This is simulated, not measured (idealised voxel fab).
Name of the process module below: voxel capacitor over wiring
225 nm wide, 5 nm square cells: that's cross-section cut.
Each cross-section below is a grid of square cells, stated as bands in top-down order, with one or more rows of cells making up each band. Band entry format. Leading values: height of top, height of bottom, nm. Remainder: materials in left-to-right order, each with its width in nm. Special words: "throughout" on a single material, which then fills the band edge to edge; "air", empty space. Below 0: as-received wafer, all one material; heights counted from there. Lowest band: no bottom, goes on down, written "0 -> down". It should be noted that a width expressed as "30 to 40" varies in equal increments from row to row of cells within the band, taking the value of the first number at the top row and that of the second number at the bottom row. "no modification" -> step changed no cross-section cell. "Closed void register" lists enclosed empty spaces (at least 8 cells, no open path upward to the top), each as width x height at distance from the left edge, in nm. That trailing text on a step's line, after the settings, is the simulator's own remark on the step. overlay nm: on a step with a mask, how far right of its planned place the mask lay; negative means left.

**So here's the lineup of process steps we planned**
1,RECEIVE (material Si)
2,CONFORMAL_DEP (material SiO2; thk nm 10)
3,DIRECTIONAL_DEP (material TiN; thk nm 5)
4,DIRECTIONAL_DEP (material Ru; thk nm 20)
5,PATTERN (tone cover; mask id METAL_1; material resist; width nm 25; pitch nm 85; thk nm 15; overlay nm 0)
6,DIRECTIONAL_ETCH (etch materials Ru; depth nm 20)
7,DIRECTIONAL_ETCH (etch materials TiN; depth nm 5)
8,STRIP (etch materials resist)
9,CONFORMAL_DEP (material SiN; thk nm 5)
10,FILL_DEP (material SiO2; thk nm 5)
11,CMP (height nm 35)
12,CONFORMAL_DEP (material SiCN; thk nm 5)
13,DIRECTIONAL_DEP (material lowk; thk nm 20)
14,DIRECTIONAL_DEP (material aC; thk nm 15)
15,PATTERN (tone open; mask id PLUG_1; material resist; width nm 15; thk nm 30; overlay nm 0)
16,DIRECTIONAL_ETCH (etch materials aC; depth nm 15)
17,STRIP (etch materials resist)
18,DIRECTIONAL_ETCH (etch materials lowk; depth nm 20)
19,DIRECTIONAL_ETCH (etch materials SiCN; depth nm 5)
20,STRIP (etch materials aC)
21,CONFORMAL_DEP (material TiN; thk nm 5)
22,FILL_DEP (material W; thk nm 5)
23,CMP (height nm 60)
24,DIRECTIONAL_DEP (material TiN; thk nm 10)
25,DIRECTIONAL_DEP (material SiN; thk nm 5)
26,DIRECTIONAL_DEP (material TiN; thk nm 10)
27,MASKED_ETCH (tone cover; mask id UPPER_PLATE; width nm 65; etch materials TiN; depth nm 10; overlay nm 0)
28,MASKED_ETCH (tone cover; mask id UPPER_PLATE; width nm 65; etch materials SiN; depth nm 5; overlay nm 0)
29,DIRECTIONAL_DEP (material aC; thk nm 15)
30,PATTERN (tone cover; mask id LOWER_PLATE; material resist; width nm 75; thk nm 30; overlay nm 0)
31,DIRECTIONAL_ETCH (etch materials aC; depth nm 15)
32,STRIP (etch materials resist)
33,DIRECTIONAL_ETCH (etch materials TiN; depth nm 10)
34,STRIP (etch materials aC)
35,FILL_DEP (material SiO2; thk nm 15)
36,CMP (height nm 95)
37,PATTERN (tone open; mask id PLUG_2; material resist; width nm 15; thk nm 15; overlay nm 0)
38,DIRECTIONAL_ETCH (etch materials SiO2; depth nm 10)
39,STRIP (etch materials resist)
40,CONFORMAL_DEP (material TiN; thk nm 5)
41,FILL_DEP (material Cu; thk nm 10)
42,CMP (height nm 95)
43,CONFORMAL_DEP (material SiCN; thk nm 5)

**Step 1 complete: cross-section of the wafer as received**
> 0 -> down  Si throughout
> Closed void register: none

**First wafer of two, sectioned at end of module; run went per plan**
> 100 -> 95  SiCN throughout
> 95 -> 90  SiO2: 75 / TiN: 5 / Cu: 5 / TiN: 5 / SiO2: 135
> 90 -> 85  SiO2: 75 / TiN: 15 / SiO2: 135
> 85 -> 75  SiO2: 65 / TiN: 65 / SiO2: 95
> 75 -> 70  SiO2: 65 / SiN: 65 / SiO2: 95
> 70 -> 60  SiO2: 60 / TiN: 75 / SiO2: 90
> 60 -> 40  lowk: 65 / TiN: 5 / W: 5 / TiN: 5 / lowk: 145
> 40 -> 35  SiCN: 65 / TiN: 15 / SiCN: 145
> 35 -> 15  SiO2: 50 / SiN: 5 / Ru: 25 / SiN: 5 / SiO2: 50 / SiN: 5 / Ru: 25 / SiN: 5 / SiO2: 55
> 15 -> 10  SiN: 55 / TiN: 25 / SiN: 60 / TiN: 25 / SiN: 60
> 10 -> 0  SiO2 throughout
> 0 -> down  Si throughout
> Closed void register: none

**Wafer two cross-section, module end. Start and plan unchanged from wafer one; one mistake made during the run**
> 100 -> 95  SiCN throughout
> 95 -> 90  SiO2: 75 / TiN: 5 / Cu: 5 / TiN: 5 / SiO2: 135
> 90 -> 85  SiO2: 75 / TiN: 15 / SiO2: 135
> 85 -> 75  SiO2: 65 / TiN: 65 / SiO2: 95
> 75 -> 65  SiO2: 60 / TiN: 75 / SiO2: 90
> 65 -> 60  SiN throughout
> 60 -> 40  lowk: 65 / TiN: 5 / W: 5 / TiN: 5 / lowk: 145
> 40 -> 35  SiCN: 65 / TiN: 15 / SiCN: 145
> 35 -> 15  SiO2: 50 / SiN: 5 / Ru: 25 / SiN: 5 / SiO2: 50 / SiN: 5 / Ru: 25 / SiN: 5 / SiO2: 55
> 15 -> 10  SiN: 55 / TiN: 25 / SiN: 60 / TiN: 25 / SiN: 60
> 10 -> 0  SiO2 throughout
> 0 -> down  Si throughout
> Closed void register: none
Short version of what went wrong: the executed order of steps 24 and 25 is the reverse of that specified in the plan, each step having taken the other's position
The second wafer ends with more or fewer cells of some materials than the first, per final count: SiN +32 | SiO2 -32
